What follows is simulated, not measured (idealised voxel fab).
The process module presented herein is designated voxel self aligned contacts.
We display cut, a cross-section 165 nm in width whose square cells are each 5 nm.
Throughout this document, each cross-section is represented as a grid of square cells and is presented as a sequence of bands enumerated from the top downward, where a band comprises one or more rows of cells. The entry gives the band's vertical extent as a top height and a bottom height in nm, then its horizontal make-up as materials from left to right, each with a width in nm. "blank" stands for empty space; a single material marked "all across" fills the band edge to edge. Where do heights start? At 0: under that level the wafer as delivered is made of one material only. And the lowest band has no floor; it just carries on downward, as in "0 down". Note: "30 to 40" means the width goes from the first number (top row of the band) to the second number (bottom row) in equal steps per row of cells. It should be understood that the words "same as before", when stated for a given step, signify that the cross-section underwent no change in any of its cells during that step. Entry "Closed void roster". Content: empty spaces with no open connection to the top, size 8 cells or greater. Each: width x height at distance. Distance: from left edge. Unit: nm. after a step's settings: what the simulator itself notes on the step. "overlay nm" on a masked step: distance the mask lay right of its planned place, negative for left.

The planned process steps are enumerated hereunder
1) RECEIVE: material Si
2) OXIDIZE: depth nm 5
3) DIRECTIONAL_DEP: material polySi, thk nm 30
4) DIRECTIONAL_DEP: material SiN, thk nm 15
5) PATTERN: tone cover, mask id GATE, material resist, width nm 30, pitch nm 60, thk nm 15, overlay nm 0
6) DIRECTIONAL_ETCH: etch materials SiN, depth nm 15
7) DIRECTIONAL_ETCH: etch materials polySi, depth nm 30
8) STRIP: etch materials resist
9) CONFORMAL_DEP: material SiN, thk nm 5
10) DIRECTIONAL_ETCH: etch materials SiN, depth nm 5
11) FILL_DEP: material SiO2, thk nm 20
12) CMP: height nm 55
13) PATTERN: tone open, mask id CONTACT, material resist, width nm 40, thk nm 15, overlay nm 0
14) DIRECTIONAL_ETCH: etch materials SiO2, depth nm 60
15) STRIP: etch materials resist
16) CONFORMAL_DEP: material TiN, thk nm 5
17) FILL_DEP: material Ru, thk nm 10
18) CMP: height nm 55
19) CONFORMAL_DEP: material SiN, thk nm 5

Cross-section, incoming material, after step 1
> 0 down | Si all across
> Closed void roster: none

First wafer at the end, as planned
> 60 to 55 | SiN all across
> 55 to 45 | SiO2=60 / TiN=5 to 15 / Ru=30 to 10 / TiN=5 to 15 / SiO2=65
> 45 to 30 | SiO2=30 / SiN=40 / TiN=5 / Ru=10 / TiN=5 / SiN=40 / SiO2=35
> 30 to 0 | SiO2=30 / SiN=5 / polySi=30 / SiN=5 / TiN=5 / Ru=10 / TiN=5 / SiN=5 / polySi=30 / SiN=5 / SiO2=35
> 0 to -5 | SiO2=70 / TiN=20 / SiO2=75
> -5 down | Si all across
> Closed void roster: none

Wafer two, end of module, cross-section. Same start, same plan as wafer one. One mistake in the run
> 60 to 55 | SiN all across
> 55 to 50 | SiO2=60 / TiN=5 / Ru=30 / TiN=5 / SiO2=65
> 50 to 45 | SiO2=60 / TiN=40 / SiO2=65
> 45 to 30 | SiN=40 / SiO2=20 / SiN=40 / SiO2=20 / SiN=45
> 30 to 0 | polySi=35 / SiN=5 / SiO2=20 / SiN=5 / polySi=30 / SiN=5 / SiO2=20 / SiN=5 / polySi=40
> 0 to -5 | SiO2 all across
> -5 down | Si all across
> Closed void roster: none
Against the plan, the run slipped here: contrary to plan, step 5 was performed as PATTERN: tone open, mask id GATE, material resist, width nm 30, pitch nm 60, thk nm 15, overlay nm 0
In the final state, the cell counts of the second wafer exceed or fall short of those of the first for the following materials: Ru -20 | SiN +27 | SiO2 -41 | TiN -20 | polySi +54
